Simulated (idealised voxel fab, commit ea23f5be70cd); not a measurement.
Title: Process Module voxel spacer lines
Shown is cross-section cut, with a width of 140 nm and square cells of size 5 nm.
Cross-section format: a grid of square cells, given as bands from top to bottom; each band is one or more rows of cells. Per band: top height and bottom height in nm, followed by the left-to-right materials and their widths in nm; "all across" marks a single material spanning edge to edge, "empty" marks empty space. The reference from which all heights are counted is 0, the level beneath which the as-received wafer is entirely one material; the lowest band, having no lower bound, proceeds downward and is written after the example "0 nm and below". So if you see something like "30..40" for the width, read it as the top row of the band sitting at the first number and the bottom row at the second, with every row in between moving by the same amount as the last. For the purposes of this document, the phrase "nothing was modified" attached to a step denotes that no cell within the cross-section was modified by that step. Heads up: "Entrapped void list" only lists the empty pockets with no open path to the top that are 8 cells or more, and it writes them as width x height at distance, distance from the left edge, in nm. Where a step's line continues beyond its settings, the continuation is a remark by the simulator itself on that step. If you see "overlay nm" on a step's line and that step has a mask, it's telling you how far right of where it was planned the mask ended up; a negative number means it went left instead.
Planned process steps
1 RECEIVE with material Si
2 CONFORMAL_DEP with material SiO2, thk nm 5
3 DIRECTIONAL_DEP with material TiN, thk nm 20
4 DIRECTIONAL_DEP with material aC, thk nm 20
5 PATTERN with tone cover, mask id MANDREL, material resist, width nm 20, pitch nm 60, thk nm 30, overlay nm 0
6 DIRECTIONAL_ETCH with etch materials aC, depth nm 20
7 STRIP with etch materials resist
8 CONFORMAL_DEP with material SiN, thk nm 10
9 DIRECTIONAL_ETCH with etch materials SiN, depth nm 10
10 STRIP with etch materials aC
11 DIRECTIONAL_ETCH with etch materials TiN, depth nm 20
12 STRIP with etch materials SiN
13 FILL_DEP with material SiO2, thk nm 5
14 CMP with height nm 25
On the first of the two wafers: run conducted according to plan
Cross-sectional view of the wafer in its as-received condition, corresponding to the state after step 1
- 0 nm and below | Si all across
- Entrapped void list: none
after step 2
- 5 nm to 0 nm | SiO2 all across
- Below 0, the layers are the same as they were.
after step 3
- 25 nm to 5 nm | TiN all across
- Below 5, the layers are the same as they were.
after step 4
- 45 nm to 25 nm | aC all across
- Below 25, the layers are the same as they were.
after step 5
- 75 nm to 45 nm | 30 of empty  20 of resist  40 of empty  20 of resist  30 of empty
- Below 45, the layers are the same as they were.
after step 6
- 55 nm to 45 nm | 30 of empty  20 of resist  40 of empty  20 of resist  30 of empty
- 45 nm to 25 nm | 30 of empty  20 of aC  40 of empty  20 of aC  30 of empty
- Below 25, the layers are the same as they were.
after step 7
- 45 nm to 25 nm | 30 of empty  20 of aC  40 of empty  20 of aC  30 of empty
- Below 25, the layers are the same as they were.
after step 8
- 55 nm to 45 nm | 20 of empty  40 of SiN  20 of empty  40 of SiN  20 of empty
- 45 nm to 35 nm | 20 of empty  10 of SiN  20 of aC  10 of SiN  20 of empty  10 of SiN  20 of aC  10 of SiN  20 of empty
- 35 nm to 25 nm | 30 of SiN  20 of aC  40 of SiN  20 of aC  30 of SiN
- Below 25, the layers are the same as they were.
after step 9
- 45 nm to 25 nm | 20 of empty  10 of SiN  20 of aC  10 of SiN  20 of empty  10 of SiN  20 of aC  10 of SiN  20 of empty
- Below 25, the layers are the same as they were.
after step 10
- 45 nm to 25 nm | 20 of empty  10 of SiN  20 of empty  10 of SiN  20 of empty  10 of SiN  20 of empty  10 of SiN  20 of empty
- Below 25, the layers are the same as they were.
after step 11
- 45 nm to 25 nm | 20 of empty  10 of SiN  20 of empty  10 of SiN  20 of empty  10 of SiN  20 of empty  10 of SiN  20 of empty
- 25 nm to 5 nm | 20 of empty  10 of TiN  20 of empty  10 of TiN  20 of empty  10 of TiN  20 of empty  10 of TiN  20 of empty
- Below 5, the layers are the same as they were.
after step 12
- 25 nm to 5 nm | 20 of empty  10 of TiN  20 of empty  10 of TiN  20 of empty  10 of TiN  20 of empty  10 of TiN  20 of empty
- Below 5, the layers are the same as they were.
after step 13
- 30 nm to 25 nm | SiO2 all across
- 25 nm to 5 nm | 20 of SiO2  10 of TiN  20 of SiO2  10 of TiN  20 of SiO2  10 of TiN  20 of SiO2  10 of TiN  20 of SiO2
- Below 5, the layers are the same as they were.
after step 14
- 25 nm to 5 nm | 20 of SiO2  10 of TiN  20 of SiO2  10 of TiN  20 of SiO2  10 of TiN  20 of SiO2  10 of TiN  20 of SiO2
- Below 5, the layers are the same as they were.
Notes, second wafer: start = first wafer's, plan = first wafer's, execution had one mistake; history identical to first through step 7
Cross-section, second wafer, at the end time the plan gives for step 8
- 50 nm to 45 nm | 25 of empty  30 of SiN  30 of empty  30 of SiN  25 of empty
- 45 nm to 30 nm | 25 of empty  5 of SiN  20 of aC  5 of SiN  30 of empty  5 of SiN  20 of aC  5 of SiN  25 of empty
- 30 nm to 25 nm | 30 of SiN  20 of aC  40 of SiN  20 of aC  30 of SiN
- Below 25, the layers are the same as they were.
Cross-section, second wafer, at the end time the plan gives for step 9
- 45 nm to 40 nm | 30 of empty  20 of aC  40 of empty  20 of aC  30 of empty
- 40 nm to 25 nm | 25 of empty  5 of SiN  20 of aC  5 of SiN  30 of empty  5 of SiN  20 of aC  5 of SiN  25 of empty
- Below 25, the layers are the same as they were.
Cross-section, second wafer, at the end time the plan gives for step 10
- 40 nm to 25 nm | 25 of empty  5 of SiN  20 of empty  5 of SiN  30 of empty  5 of SiN  20 of empty  5 of SiN  25 of empty
- Below 25, the layers are the same as they were.
Cross-section, second wafer, at the end time the plan gives for step 11
- 40 nm to 25 nm | 25 of empty  5 of SiN  20 of empty  5 of SiN  30 of empty  5 of SiN  20 of empty  5 of SiN  25 of empty
- 25 nm to 5 nm | 25 of empty  5 of TiN  20 of empty  5 of TiN  30 of empty  5 of TiN  20 of empty  5 of TiN  25 of empty
- Below 5, the layers are the same as they were.
Cross-section, second wafer, at the end time the plan gives for step 12
- 25 nm to 5 nm | 25 of empty  5 of TiN  20 of empty  5 of TiN  30 of empty  5 of TiN  20 of empty  5 of TiN  25 of empty
- Below 5, the layers are the same as they were.
Cross-section, second wafer, at the end time the plan gives for step 13
- 30 nm to 25 nm | SiO2 all across
- 25 nm to 5 nm | 25 of SiO2  5 of TiN  20 of SiO2  5 of TiN  30 of SiO2  5 of TiN  20 of SiO2  5 of TiN  25 of SiO2
- Below 5, the layers are the same as they were.
Cross-section, second wafer, at the end time the plan gives for step 14
- 25 nm to 5 nm | 25 of SiO2  5 of TiN  20 of SiO2  5 of TiN  30 of SiO2  5 of TiN  20 of SiO2  5 of TiN  25 of SiO2
- Below 5, the layers are the same as they were.
Misprocessing identified: step 8 did not use the planned setting and instead ran as CONFORMAL_DEP with material SiN, thk nm 5
Materials where the second wafer ends with more or fewer cells than the first: 16 more of SiO2; 16 fewer of TiN
